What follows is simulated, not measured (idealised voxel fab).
The document below concerns the process module designated voxel tone inversion.
Cross-section cut: width 285 nm, square cells of 5 nm.
Bands, listed from the top down, are how a cross-section gets written in this document; the cross-section itself is a grid of square cells, and a band is one or more rows of them. Per band: top height and bottom height in nm, followed by the left-to-right materials and their widths in nm; "full width" marks a single material spanning edge to edge, "air" marks empty space. Beneath 0, the wafer as received is one material, and that level is where height counting begins. The lowest band goes on downward without a bottom; it is written like "0 -> down". Per-row width for "30 to 40": begins at first number (top row of band), ends at second number (bottom row), increment between rows held constant. A step reported as "left unchanged" is a step in which no cell of the cross-section changed. Enclosed voids (no open way to top), threshold 8 cells or more, entry "Fully sealed voids", notation width x height at distance, distance from left edge, nm. after a step's settings: what the simulator itself notes on the step. Each step line may optionally specify "overlay nm", which for a step with a mask gives the rightward distance between the mask's planned place and where it lay, a negative value indicating the leftward direction.
The following list gives the planned process steps
| 1 | RECEIVE with material Si |
| 2 | CONFORMAL_DEP with material SiN, thk nm 5 |
| 3 | DIRECTIONAL_DEP with material aC, thk nm 20 |
| 4 | PATTERN with tone cover, mask id POSTS, material resist, width nm 15, pitch nm 45, thk nm 25, overlay nm 0 |
| 5 | DIRECTIONAL_ETCH with etch materials aC, depth nm 20 |
| 6 | STRIP with etch materials resist |
| 7 | FILL_DEP with material SiO2, thk nm 10 |
| 8 | CMP with height nm 25 |
| 9 | STRIP with etch materials aC |
| 10 | CONFORMAL_DEP with material TiN, thk nm 5 |
| 11 | FILL_DEP with material Ru, thk nm 5 |
| 12 | CMP with height nm 25 |
| 13 | CONFORMAL_DEP with material SiCN, thk nm 5 |
Incoming wafer in cross-section (state: after step 1)
* 0 -> down = Si full width
* Fully sealed voids: none
Post-module cross-section of the first of two wafers (run per plan)
* 30 -> 25 = SiCN full width
* 25 -> 10 = SiO2 (110), TiN (5), Ru (5), TiN (5), SiO2 (30), TiN (5), Ru (5), TiN (5), SiO2 (115)
* 10 -> 5 = SiO2 (110), TiN (15), SiO2 (30), TiN (15), SiO2 (115)
* 5 -> 0 = SiN full width
* 0 -> down = Si full width
* Fully sealed voids: none
Second wafer of the two, sectioned at the end of the module. It began like the first and followed the same plan, but one mistake was made while running it
* 30 -> 25 = SiCN full width
* 25 -> 10 = SiO2 (120), TiN (5), Ru (5), TiN (5), SiO2 (30), TiN (5), Ru (5), TiN (5), SiO2 (105)
* 10 -> 5 = SiO2 (120), TiN (15), SiO2 (30), TiN (15), SiO2 (105)
* 5 -> 0 = SiN full width
* 0 -> down = Si full width
* Fully sealed voids: none
Where did the run depart from the plan? off-plan run, step 4, actual operation and settings PATTERN with tone cover, mask id POSTS, material resist, width nm 15, pitch nm 45, thk nm 25, overlay nm 10
Matching per-material cell counts, mismatched positions: that is how the second wafer compares with the first at the end.
